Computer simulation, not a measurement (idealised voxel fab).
A process module follows: voxel released beams.
Each square cell in cross-section cut measures 5 nm, and the section as a whole is 255 nm wide.
For the purposes of this document, a cross-section shall be understood as a grid of square cells, specified as bands listed in top-to-bottom order, each band consisting of one or more rows of cells. A band entry consists of two parts. The first gives the height of the band's top and the height of its bottom, in nm. The rest lists the band's materials from left to right, each with its width in nm. A single material labelled with the word "all across" fills the band from edge to edge, and the word "air" marks empty space. For the purposes of this specification, 0 denotes the height below which the wafer in its as-received condition is composed wholly of one material, and the lowermost band, lacking a lower limit, extends downward without end, as expressed in "from 0 down". Quick explanation for "30 to 40": the width changes in equal steps down the rows of cells, from the first number in the band's top row to the second number in its bottom row. Where the words "same as before" appear for a step, the cross-section shows no cell changed by that step; every cell remained as before. "Cavities, sealed": empty spaces of 8 cells or more with no open way to the top, each given as width x height at distance, distance from the left edge, all in nm. On each step's line, the part that comes after the settings is the simulator's own comment on the step. Each step line may optionally specify "overlay nm", which for a step with a mask gives the rightward distance between the mask's planned place and where it lay, a negative value indicating the leftward direction.

These are the steps we planned for the process
- 1: RECEIVE: material Si
- 2: CONFORMAL_DEP: material SiN, thk nm 5
- 3: DIRECTIONAL_DEP: material SiO2, thk nm 15
- 4: DIRECTIONAL_DEP: material aC, thk nm 10
- 5: PATTERN: tone open, mask id ANCHOR, material resist, width nm 35, thk nm 30, overlay nm 0
- 6: DIRECTIONAL_ETCH: etch materials aC, depth nm 10
- 7: STRIP: etch materials resist
- 8: DIRECTIONAL_ETCH: etch materials SiO2, depth nm 15
- 9: STRIP: etch materials aC
- 10: CONFORMAL_DEP: material TiN, thk nm 15
- 11: DIRECTIONAL_DEP: material aC, thk nm 10
- 12: PATTERN: tone cover, mask id BEAM, material resist, width nm 80, thk nm 25, overlay nm 0
- 13: DIRECTIONAL_ETCH: etch materials aC, depth nm 10
- 14: STRIP: etch materials resist
- 15: DIRECTIONAL_ETCH: etch materials TiN, depth nm 15
- 16: STRIP: etch materials aC
- 17: STRIP: etch materials SiO2

The first wafer of two, processed as planned

Wafer as received: cross-section following step 1
  from 0 down = Si all across
  Cavities, sealed: none

Cross-sectional representation of the wafer at the conclusion of step 2
  from 5 to 0 = SiN all across
  No changes below 0.

Cross-sectional representation of the wafer at the conclusion of step 3
  from 20 to 5 = SiO2 all across
  No changes below 5.

Cross-sectional representation of the wafer at the conclusion of step 4
  from 30 to 20 = aC all across
  No changes below 20.

Cross-sectional representation of the wafer at the conclusion of step 5
  from 60 to 30 = resist=90 | air=35 | resist=130
  No changes below 30.

Cross-sectional representation of the wafer at the conclusion of step 6
  from 50 to 30 = resist=90 | air=35 | resist=130
  from 30 to 20 = aC=90 | air=35 | aC=130
  No changes below 20.

Cross-sectional representation of the wafer at the conclusion of step 7
  from 30 to 20 = aC=90 | air=35 | aC=130
  No changes below 20.

Cross-sectional representation of the wafer at the conclusion of step 8
  from 30 to 20 = aC=90 | air=35 | aC=130
  from 20 to 5 = SiO2=90 | air=35 | SiO2=130
  No changes below 5.

Cross-sectional representation of the wafer at the conclusion of step 9
  from 20 to 5 = SiO2=90 | air=35 | SiO2=130
  No changes below 5.

Cross-sectional representation of the wafer at the conclusion of step 10
  from 35 to 20 = TiN=105 | air=5 | TiN=145
  from 20 to 5 = SiO2=90 | TiN=35 | SiO2=130
  No changes below 5.

Cross-sectional representation of the wafer at the conclusion of step 11
  from 45 to 35 = aC=105 | air=5 | aC=145
  from 35 to 30 = TiN=105 | air=5 | TiN=145
  from 30 to 20 = TiN=105 | aC=5 | TiN=145
  No changes below 20.

Cross-sectional representation of the wafer at the conclusion of step 12
  from 70 to 45 = air=85 | resist=80 | air=90
  from 45 to 35 = aC=105 | resist=5 | aC=145
  from 35 to 30 = TiN=105 | resist=5 | TiN=145
  No changes below 30.

Cross-sectional representation of the wafer at the conclusion of step 13
  from 60 to 45 = air=85 | resist=80 | air=90
  from 45 to 35 = air=85 | aC=20 | resist=5 | aC=55 | air=90
  No changes below 35.

Cross-sectional representation of the wafer at the conclusion of step 14
  from 45 to 35 = air=85 | aC=20 | air=5 | aC=55 | air=90
  from 35 to 30 = TiN=105 | air=5 | TiN=145
  No changes below 30.

Cross-sectional representation of the wafer at the conclusion of step 15
  from 45 to 35 = air=85 | aC=20 | air=5 | aC=55 | air=90
  from 35 to 30 = air=85 | TiN=20 | air=5 | TiN=55 | air=90
  from 30 to 20 = air=85 | TiN=20 | aC=5 | TiN=55 | air=90
  No changes below 20.

Cross-sectional representation of the wafer at the conclusion of step 16
  from 35 to 20 = air=85 | TiN=20 | air=5 | TiN=55 | air=90
  No changes below 20.

Cross-sectional representation of the wafer at the conclusion of step 17
  from 35 to 20 = air=85 | TiN=20 | air=5 | TiN=55 | air=90
  from 20 to 5 = air=90 | TiN=35 | air=130
  No changes below 5.

Second of two: same start, same plan, one run error; steps up to and including 4 match the first

Cross-section of the second wafer at the time step 5 of the plan should have ended
  from 60 to 30 = resist=85 | air=45 | resist=125
  No changes below 30.

Cross-section of the second wafer at the time step 6 of the plan should have ended
  from 50 to 30 = resist=85 | air=45 | resist=125
  from 30 to 20 = aC=85 | air=45 | aC=125
  No changes below 20.

Cross-section of the second wafer at the time step 7 of the plan should have ended
  from 30 to 20 = aC=85 | air=45 | aC=125
  No changes below 20.

Cross-section of the second wafer at the time step 8 of the plan should have ended
  from 30 to 20 = aC=85 | air=45 | aC=125
  from 20 to 5 = SiO2=85 | air=45 | SiO2=125
  No changes below 5.

Cross-section of the second wafer at the time step 9 of the plan should have ended
  from 20 to 5 = SiO2=85 | air=45 | SiO2=125
  No changes below 5.

Cross-section of the second wafer at the time step 10 of the plan should have ended
  from 35 to 20 = TiN=100 | air=15 | TiN=140
  from 20 to 5 = SiO2=85 | TiN=45 | SiO2=125
  No changes below 5.

Cross-section of the second wafer at the time step 11 of the plan should have ended
  from 45 to 35 = aC=100 | air=15 | aC=140
  from 35 to 30 = TiN=100 | air=15 | TiN=140
  from 30 to 20 = TiN=100 | aC=15 | TiN=140
  No changes below 20.

Cross-section of the second wafer at the time step 12 of the plan should have ended
  from 70 to 45 = air=85 | resist=80 | air=90
  from 45 to 35 = aC=100 | resist=15 | aC=140
  from 35 to 30 = TiN=100 | resist=15 | TiN=140
  No changes below 30.

Cross-section of the second wafer at the time step 13 of the plan should have ended
  from 60 to 45 = air=85 | resist=80 | air=90
  from 45 to 35 = air=85 | aC=15 | resist=15 | aC=50 | air=90
  No changes below 35.

Cross-section of the second wafer at the time step 14 of the plan should have ended
  from 45 to 35 = air=85 | aC=15 | air=15 | aC=50 | air=90
  from 35 to 30 = TiN=100 | air=15 | TiN=140
  No changes below 30.

Cross-section of the second wafer at the time step 15 of the plan should have ended
  from 45 to 35 = air=85 | aC=15 | air=15 | aC=50 | air=90
  from 35 to 30 = air=85 | TiN=15 | air=15 | TiN=50 | air=90
  from 30 to 20 = air=85 | TiN=15 | aC=15 | TiN=50 | air=90
  No changes below 20.

Cross-section of the second wafer at the time step 16 of the plan should have ended
  from 35 to 20 = air=85 | TiN=15 | air=15 | TiN=50 | air=90
  No changes below 20.

Cross-section of the second wafer at the time step 17 of the plan should have ended
  from 35 to 20 = air=85 | TiN=15 | air=15 | TiN=50 | air=90
  from 20 to 5 = air=85 | TiN=45 | air=125
  No changes below 5.
Finding, execution versus plan: step 5 went in with a setting other than planned; the actual run was PATTERN: tone open, mask id ANCHOR, material resist, width nm 45, thk nm 30, overlay nm 0
Cell counts per material: same on both final wafers. Positions: different.
